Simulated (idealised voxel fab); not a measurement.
process module | voxel wiring stack
cross-section cut | 185 nm wide | cells 5 nm
A cross-section is a grid of square cells, given in bands from the top down. A band is one or more rows of cells.
Each band's line starts with the height of the band's top and of its bottom, in nm. Then come its materials from left to right, each with its width in nm. One material with "throughout" fills the band from edge to edge. "air" is empty space.
Height 0 is the level under which the wafer as received is all one material. The lowest band goes on downwards, as in "0 down".
A width such as "30 to 40" changes by the same amount from each row of cells to the next, from the band's top row to its bottom row.
"no change" after a step means that no cell of the cross-section changed.
closed voids: empty space of 8 cells or more with no open way to the top, each as width x height at its distance from the left edge, in nm
after a step's settings: what the simulator itself notes on the step
overlay nm, on a step with a mask: how far to the right of its planned place the mask lay; to the left if negative
plan
1 op RECEIVE | material Si
2 op CONFORMAL_DEP | material SiO2 | thk nm 10
3 op CONFORMAL_DEP | material SiN | thk nm 5
4 op DIRECTIONAL_DEP | material SiO2 | thk nm 25
5 op MASKED_ETCH | tone open | mask id METAL_1 | width nm 20 | pitch nm 45 | etch materials SiO2 | depth nm 25 | overlay nm 0
6 op MASKED_ETCH | tone open | mask id METAL_1 | width nm 20 | pitch nm 45 | etch materials SiN | depth nm 5 | overlay nm 0
7 op CONFORMAL_DEP | material TiN | thk nm 5
8 op FILL_DEP | material Cu | thk nm 5
9 op CMP | height nm 40
10 op EPI | material Ru | thk nm 5
11 op FILL_DEP | material SiCN | thk nm 5
12 op DIRECTIONAL_DEP | material lowk | thk nm 30
13 op DIRECTIONAL_DEP | material aC | thk nm 10
14 op PATTERN | tone open | mask id METAL_2_HOLES | material resist | width nm 15 | pitch nm 45 | thk nm 30 | overlay nm 0
15 op DIRECTIONAL_ETCH | etch materials aC | depth nm 10
16 op STRIP | etch materials resist
17 op DIRECTIONAL_ETCH | etch materials lowk | depth nm 30
18 op STRIP | etch materials aC
19 op MASKED_ETCH | tone open | mask id METAL_2 | width nm 20 | pitch nm 45 | etch materials lowk | depth nm 20 | overlay nm 0
20 op MASKED_ETCH | tone open | mask id METAL_2 | width nm 20 | pitch nm 45 | etch materials SiCN | depth nm 5 | overlay nm 0
21 op CONFORMAL_DEP | material TiN | thk nm 5
22 op FILL_DEP | material Cu | thk nm 10
23 op CMP | height nm 80
24 op CONFORMAL_DEP | material SiN | thk nm 5
as received, after step 1
  0 down: Si throughout
  closed voids: none
a wafer at the end: this start, this plan, one mistake
  85 to 80: SiN throughout
  80 to 65: Cu 25 | TiN 5 | lowk 5 | TiN 5 | Cu 30 | TiN 5 | lowk 5 | TiN 5 | Cu 30 | TiN 5 | lowk 5 | TiN 5 | Cu 30 | TiN 5 | lowk 5 | TiN 5 | Cu 10
  65 to 60: TiN 20 | Cu 5 | TiN 5 | lowk 5 | TiN 30 | Cu 5 | TiN 5 | lowk 5 | TiN 30 | Cu 5 | TiN 5 | lowk 5 | TiN 30 | Cu 5 | TiN 5 | lowk 5 | TiN 15
  60 to 50: lowk 15 | TiN 5 | Cu 5 | TiN 5 | lowk 30 | TiN 5 | Cu 5 | TiN 5 | lowk 30 | TiN 5 | Cu 5 | TiN 5 | lowk 30 | TiN 5 | Cu 5 | TiN 5 | lowk 20
  50 to 45: SiCN 15 | TiN 15 | SiCN 30 | TiN 15 | SiCN 30 | TiN 15 | SiCN 30 | TiN 15 | SiCN 20
  45 to 40: SiCN 10 | Ru 30 | SiCN 15 | Ru 30 | SiCN 15 | Ru 30 | SiCN 15 | Ru 30 | SiCN 10
  40 to 15: SiO2 15 | TiN 5 | Cu 10 | TiN 5 | SiO2 25 | TiN 5 | Cu 10 | TiN 5 | SiO2 25 | TiN 5 | Cu 10 | TiN 5 | SiO2 25 | TiN 5 | Cu 10 | TiN 5 | SiO2 15
  15 to 10: SiN 15 | TiN 20 | SiN 25 | TiN 20 | SiN 25 | TiN 20 | SiN 25 | TiN 20 | SiN 15
  10 to 0: SiO2 throughout
  0 down: Si throughout
  closed voids: none
what went wrong: step 19 ran as: op MASKED_ETCH | tone cover | mask id METAL_2 | width nm 20 | pitch nm 45 | etch materials lowk | depth nm 20 | overlay nm 0
